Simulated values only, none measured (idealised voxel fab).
process module | voxel wiring stack
cross-section cut | 210 nm wide | cells 5 nm
A cross-section is a grid of square cells, given in bands from the top down. A band is one or more rows of cells.
Each band's line starts with the height of the band's top and of its bottom, in nm. Then come its materials from left to right, each with its width in nm. One material with "throughout" fills the band from edge to edge. "air" is empty space.
Height 0 is the level under which the wafer as received is all one material. The lowest band goes on downwards, as in "0 down".
A width such as "30 to 40" changes by the same amount from each row of cells to the next, from the band's top row to its bottom row.
"no change" after a step means that no cell of the cross-section changed.
closed voids: empty space of 8 cells or more with no open way to the top, each as width x height at its distance from the left edge, in nm
after a step's settings: what the simulator itself notes on the step
overlay nm, on a step with a mask: how far to the right of its planned place the mask lay; to the left if negative
plan
1 op RECEIVE | material Si
2 op CONFORMAL_DEP | material SiO2 | thk nm 15
3 op DIRECTIONAL_DEP | material TiN | thk nm 5
4 op DIRECTIONAL_DEP | material W | thk nm 20
5 op DIRECTIONAL_DEP | material aC | thk nm 10
6 op PATTERN | tone cover | mask id METAL_1 | material resist | width nm 20 | pitch nm 40 | thk nm 25 | overlay nm 0
7 op DIRECTIONAL_ETCH | etch materials aC | depth nm 10
8 op STRIP | etch materials resist
9 op DIRECTIONAL_ETCH | etch materials W | depth nm 20
10 op DIRECTIONAL_ETCH | etch materials TiN | depth nm 5
11 op STRIP | etch materials aC
12 op CONFORMAL_DEP | material SiN | thk nm 5
13 op FILL_DEP | material lowk | thk nm 10
14 op CMP | height nm 40
15 op CONFORMAL_DEP | material SiCN | thk nm 5
16 op DIRECTIONAL_DEP | material lowk | thk nm 25
17 op PATTERN | tone open | mask id METAL_2 | material resist | width nm 20 | pitch nm 40 | thk nm 15 | overlay nm 0
18 op DIRECTIONAL_ETCH | etch materials lowk | depth nm 15
19 op STRIP | etch materials resist
20 op DIRECTIONAL_DEP | material aC | thk nm 15
21 op PATTERN | tone open | mask id METAL_2_HOLES | material resist | width nm 15 | pitch nm 80 | thk nm 30 | overlay nm 0
22 op DIRECTIONAL_ETCH | etch materials aC | depth nm 15
23 op STRIP | etch materials resist
24 op DIRECTIONAL_ETCH | etch materials lowk | depth nm 10
25 op DIRECTIONAL_ETCH | etch materials SiCN | depth nm 5
26 op STRIP | etch materials aC
27 op CONFORMAL_DEP | material TiN | thk nm 5
28 op FILL_DEP | material Cu | thk nm 10
29 op CMP | height nm 70
30 op CONFORMAL_DEP | material SiCN | thk nm 5
31 op DIRECTIONAL_DEP | material lowk | thk nm 10
32 op MASKED_ETCH | tone open | mask id PLUG_2 | width nm 15 | pitch nm 80 | etch materials lowk | depth nm 10 | overlay nm 0
33 op MASKED_ETCH | tone open | mask id PLUG_2 | width nm 15 | pitch nm 80 | etch materials SiCN | depth nm 5 | overlay nm 0
34 op CONFORMAL_DEP | material TiN | thk nm 5
35 op FILL_DEP | material Cu | thk nm 10
36 op CMP | height nm 85
37 op CONFORMAL_DEP | material SiN | thk nm 5
38 op DIRECTIONAL_DEP | material SiO2 | thk nm 20
39 op MASKED_ETCH | tone open | mask id METAL_3 | width nm 20 | pitch nm 40 | etch materials SiO2 | depth nm 20 | overlay nm 0
40 op MASKED_ETCH | tone open | mask id METAL_3 | width nm 20 | pitch nm 40 | etch materials SiN | depth nm 5 | overlay nm 0
41 op CONFORMAL_DEP | material TiN | thk nm 5
42 op FILL_DEP | material Cu | thk nm 10
43 op CMP | height nm 110
44 op CONFORMAL_DEP | material SiCN | thk nm 5
45 op DIRECTIONAL_DEP | material lowk | thk nm 35
46 op PATTERN | tone open | mask id METAL_4_HOLES | material resist | width nm 15 | pitch nm 40 | thk nm 20 | overlay nm 0
47 op DIRECTIONAL_ETCH | etch materials lowk | depth nm 35
48 op STRIP | etch materials resist
49 op DIRECTIONAL_DEP | material aC | thk nm 10
50 op PATTERN | tone open | mask id METAL_4 | material resist | width nm 20 | pitch nm 40 | thk nm 25 | overlay nm 0
51 op DIRECTIONAL_ETCH | etch materials aC | depth nm 10
52 op STRIP | etch materials resist
53 op DIRECTIONAL_ETCH | etch materials lowk | depth nm 20
54 op DIRECTIONAL_ETCH | etch materials SiCN | depth nm 5
55 op STRIP | etch materials aC
56 op CONFORMAL_DEP | material TiN | thk nm 5
57 op FILL_DEP | material Ru | thk nm 10
58 op CMP | height nm 150
59 op CONFORMAL_DEP | material SiN | thk nm 5
as received, after step 1
  0 down: Si throughout
  closed voids: none
a wafer at the end: this start, this plan, one mistake
  155 to 150: SiN throughout
  150 to 135: lowk 55 | TiN 5 | Ru 10 | TiN 5 | lowk 20 | TiN 5 | Ru 10 | TiN 5 | lowk 20 | TiN 5 | Ru 10 | TiN 5 | lowk 55
  135 to 130: lowk 55 | TiN 5 | Ru 5 | TiN 10 | lowk 20 | TiN 5 | Ru 5 | TiN 10 | lowk 20 | TiN 5 | Ru 5 | TiN 10 | lowk 55
  130 to 115: lowk 55 | TiN 5 | Ru 5 | TiN 5 | lowk 25 | TiN 5 | Ru 5 | TiN 5 | lowk 25 | TiN 5 | Ru 5 | TiN 5 | lowk 60
  115 to 110: SiCN 55 | TiN 15 | SiCN 25 | TiN 15 | SiCN 25 | TiN 15 | SiCN 60
  110 to 90: SiO2 55 | TiN 5 | Cu 10 | TiN 5 | SiO2 20 | TiN 5 | Cu 10 | TiN 5 | SiO2 20 | TiN 5 | Cu 10 | TiN 5 | SiO2 55
  90 to 85: SiN 55 | TiN 20 | SiN 20 | TiN 20 | SiN 20 | TiN 20 | SiN 55
  85 to 75: lowk 55 | TiN 5 | Cu 5 | TiN 5 | lowk 65 | TiN 5 | Cu 5 | TiN 5 | lowk 60
  75 to 70: SiCN 55 | TiN 15 | SiCN 65 | TiN 15 | SiCN 60
  70 to 65: lowk 55 | TiN 5 | Cu 5 | TiN 10 | lowk 20 | TiN 20 | lowk 20 | TiN 5 | Cu 5 | TiN 10 | lowk 55
  65 to 55: lowk 55 | TiN 5 | Cu 5 | TiN 5 | lowk 65 | TiN 5 | Cu 5 | TiN 5 | lowk 60
  55 to 50: SiCN 55 | TiN 15 | SiCN 65 | TiN 15 | SiCN 60
  50 to 45: lowk throughout
  45 to 40: lowk 50 | SiN 30 | lowk 10 | SiN 30 | lowk 10 | SiN 30 | lowk 50
  40 to 20: lowk 50 | SiN 5 | W 20 | SiN 5 | lowk 10 | SiN 5 | W 20 | SiN 5 | lowk 10 | SiN 5 | W 20 | SiN 5 | lowk 50
  20 to 15: SiN 55 | TiN 20 | SiN 20 | TiN 20 | SiN 20 | TiN 20 | SiN 55
  15 to 0: SiO2 throughout
  0 down: Si throughout
  closed voids: none
what went wrong: step 14 ran as: op CMP | height nm 50
